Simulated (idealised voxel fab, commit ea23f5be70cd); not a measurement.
Herein follows the process module entitled voxel spacer lines.
Shown is cross-section cut, with a width of 220 nm and square cells of size 5 nm.
Cross-section, as written here: a square-cell grid given band by band from the top down, where a band holds one or more rows of cells.
Quick guide to a band line: top height, bottom height (nm) up front; then every material left to right with its width in nm. Only one material and it's marked "full width"? Then it fills the band edge to edge. And "air" just means empty space.
Convention: height 0 is the level below which the wafer, as received, is all one material. The lowest band does not terminate at the bottom but continues downward, represented as "0..down".
With a width like "30 to 40", each row of cells in the band differs from the next by the same amount, the top row carrying the first number and the bottom row the second.
No cell of the cross-section changed in a step that is given as "remains unaltered".
This entry, "Closed empty spaces", enumerates those empty regions of no fewer than 8 cells that possess no open connection to the top. Each region is reported in the form width x height at distance, the distance being taken from the left edge, with all three quantities expressed in nm.
If you see something after the settings on a step's line, that's the simulator's own remark about that step.
The optional step-line setting "overlay nm" applies to steps with a mask and quantifies how far to the right of its planned location the mask lay, a negative value indicating leftward placement.

STEPS IN THE PROCESS PLAN
1,RECEIVE | material Si
2,CONFORMAL_DEP | material Al2O3 | thk nm 10
3,DIRECTIONAL_DEP | material TiN | thk nm 10
4,DIRECTIONAL_DEP | material aC | thk nm 20
5,PATTERN | tone cover | mask id MANDREL | material resist | width nm 20 | pitch nm 60 | thk nm 30 | overlay nm 0
6,DIRECTIONAL_ETCH | etch materials aC | depth nm 20
7,STRIP | etch materials resist
8,CONFORMAL_DEP | material SiN | thk nm 10
9,DIRECTIONAL_ETCH | etch materials SiN | depth nm 10
10,STRIP | etch materials aC
11,DIRECTIONAL_ETCH | etch materials TiN | depth nm 10
12,STRIP | etch materials SiN

WAFER AS RECEIVED: CROSS-SECTION FOLLOWING STEP 1
- 0..down | Si full width
- Closed empty spaces: none

THE FOLLOWING CROSS-SECTION DEPICTS THE WAFER UPON CONCLUSION OF THE MODULE. PROCESSING COMMENCED FROM THE STARTING CONDITION ILLUSTRATED ABOVE AND ADHERED TO THE PLAN ILLUSTRATED ABOVE, SAVE FOR ONE MISTAKE IN EXECUTION
- 30..10 | aC full width
- 10..0 | Al2O3 full width
- 0..down | Si full width
- Closed empty spaces: none
What was the processing mistake? steps 3 and 4: order swapped relative to plan
